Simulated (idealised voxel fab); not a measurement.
process module | voxel ribs on slabs
cross-section cut | 195 nm wide | cells 5 nm
A cross-section is a grid of square cells, given in bands from the top down. A band is one or more rows of cells.
Each band's line starts with the height of the band's top and of its bottom, in nm. Then come its materials from left to right, each with its width in nm. One material with "throughout" fills the band from edge to edge. "air" is empty space.
Height 0 is the level under which the wafer as received is all one material. The lowest band goes on downwards, as in "0 down".
A width such as "30 to 40" changes by the same amount from each row of cells to the next, from the band's top row to its bottom row.
"no change" after a step means that no cell of the cross-section changed.
closed voids: empty space of 8 cells or more with no open way to the top, each as width x height at its distance from the left edge, in nm
after a step's settings: what the simulator itself notes on the step
overlay nm, on a step with a mask: how far to the right of its planned place the mask lay; to the left if negative
plan
1 op RECEIVE | material Si
2 op DIRECTIONAL_DEP | material SiO2 | thk nm 20
3 op DIRECTIONAL_DEP | material SiN | thk nm 20
4 op PATTERN | tone cover | mask id RIB | material resist | width nm 30 | thk nm 20 | overlay nm 0
5 op DIRECTIONAL_ETCH | etch materials SiN | depth nm 10
6 op STRIP | etch materials resist
7 op PATTERN | tone cover | mask id SLAB | material resist | width nm 60 | thk nm 15 | overlay nm 0
8 op DIRECTIONAL_ETCH | etch materials SiN | depth nm 10
9 op STRIP | etch materials resist
10 op FILL_DEP | material SiO2 | thk nm 25
11 op CMP | height nm 55
12 op DIRECTIONAL_DEP | material W | thk nm 5
13 op PATTERN | tone cover | mask id HEATER | material resist | width nm 40 | thk nm 20 | overlay nm 0
14 op DIRECTIONAL_ETCH | etch materials W | depth nm 5
15 op STRIP | etch materials resist
16 op CONFORMAL_DEP | material SiN | thk nm 5
as received, after step 1
  0 down: Si throughout
  closed voids: none
first wafer at the end, as planned
  65 to 60: air 70 | SiN 50 | air 75
  60 to 55: SiN 75 | W 40 | SiN 80
  55 to 40: SiO2 throughout
  40 to 30: SiO2 80 | SiN 30 | SiO2 85
  30 to 20: SiO2 65 | SiN 60 | SiO2 70
  20 to 0: SiO2 throughout
  0 down: Si throughout
  closed voids: none
second wafer at the end: like start, like plan, one mistake
  65 to 60: air 70 | SiN 50 | air 75
  60 to 55: SiN 75 | W 40 | SiN 80
  55 to 50: SiO2 80 | SiN 30 | SiO2 85
  50 to 40: SiO2 65 | SiN 60 | SiO2 70
  40 to 20: SiN throughout
  20 to 0: SiO2 throughout
  0 down: Si throughout
  closed voids: none
what went wrong: step 3 was run twice
at the end the second wafer has, in cells: 150 more of SiN | 150 fewer of SiO2
